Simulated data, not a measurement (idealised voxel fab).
process module | voxel fin reveal
cross-section cut | 260 nm wide | cells 5 nm
A cross-section is a grid of square cells, given in bands from the top down. A band is one or more rows of cells.
Each band's line starts with the height of the band's top and of its bottom, in nm. Then come its materials from left to right, each with its width in nm. One material with "throughout" fills the band from edge to edge. "air" is empty space.
Height 0 is the level under which the wafer as received is all one material. The lowest band goes on downwards, as in "0 down".
A width such as "30 to 40" changes by the same amount from each row of cells to the next, from the band's top row to its bottom row.
"no change" after a step means that no cell of the cross-section changed.
closed voids: empty space of 8 cells or more with no open way to the top, each as width x height at its distance from the left edge, in nm
after a step's settings: what the simulator itself notes on the step
overlay nm, on a step with a mask: how far to the right of its planned place the mask lay; to the left if negative
plan
1 op RECEIVE | material Si
2 op CONFORMAL_DEP | material SiN | thk nm 5
3 op PATTERN | tone cover | mask id FINS | material resist | width nm 15 | pitch nm 40 | thk nm 20 | overlay nm 0
4 op DIRECTIONAL_ETCH | etch materials SiN | depth nm 5
5 op DIRECTIONAL_ETCH | etch materials Si | depth nm 30
6 op STRIP | etch materials resist
7 op OXIDIZE | depth nm 5
8 op FILL_DEP | material SiO2 | thk nm 15
9 op CMP | height nm 5
10 op SELECTIVE_ETCH | etch materials SiO2 | depth nm 15
11 op STRIP | etch materials SiN
12 op CONFORMAL_DEP | material HfO2 | thk nm 5
as received, after step 1
  0 down: Si throughout
  closed voids: none
a wafer at the end: this start, this plan, one mistake
  5 to 0: air 80 | HfO2 15 | air 25 | HfO2 15 | air 25 | HfO2 15 | air 85
  0 to -5: air 80 | HfO2 5 | Si 5 | HfO2 5 | air 25 | HfO2 5 | Si 5 | HfO2 5 | air 25 | HfO2 5 | Si 5 | HfO2 5 | air 85
  -5 to -10: HfO2 70 | air 10 | HfO2 5 | Si 5 | HfO2 5 | air 25 | HfO2 5 | Si 5 | HfO2 5 | air 25 | HfO2 5 | Si 5 | HfO2 5 | air 10 | HfO2 75
  -10 to -15: SiO2 65 | HfO2 20 | Si 5 | HfO2 35 | Si 5 | HfO2 35 | Si 5 | HfO2 20 | SiO2 70
  -15 to -35: SiO2 85 | Si 5 | SiO2 35 | Si 5 | SiO2 35 | Si 5 | SiO2 90
  -35 down: Si throughout
  closed voids: none
what went wrong: steps 10 and 11 were swapped
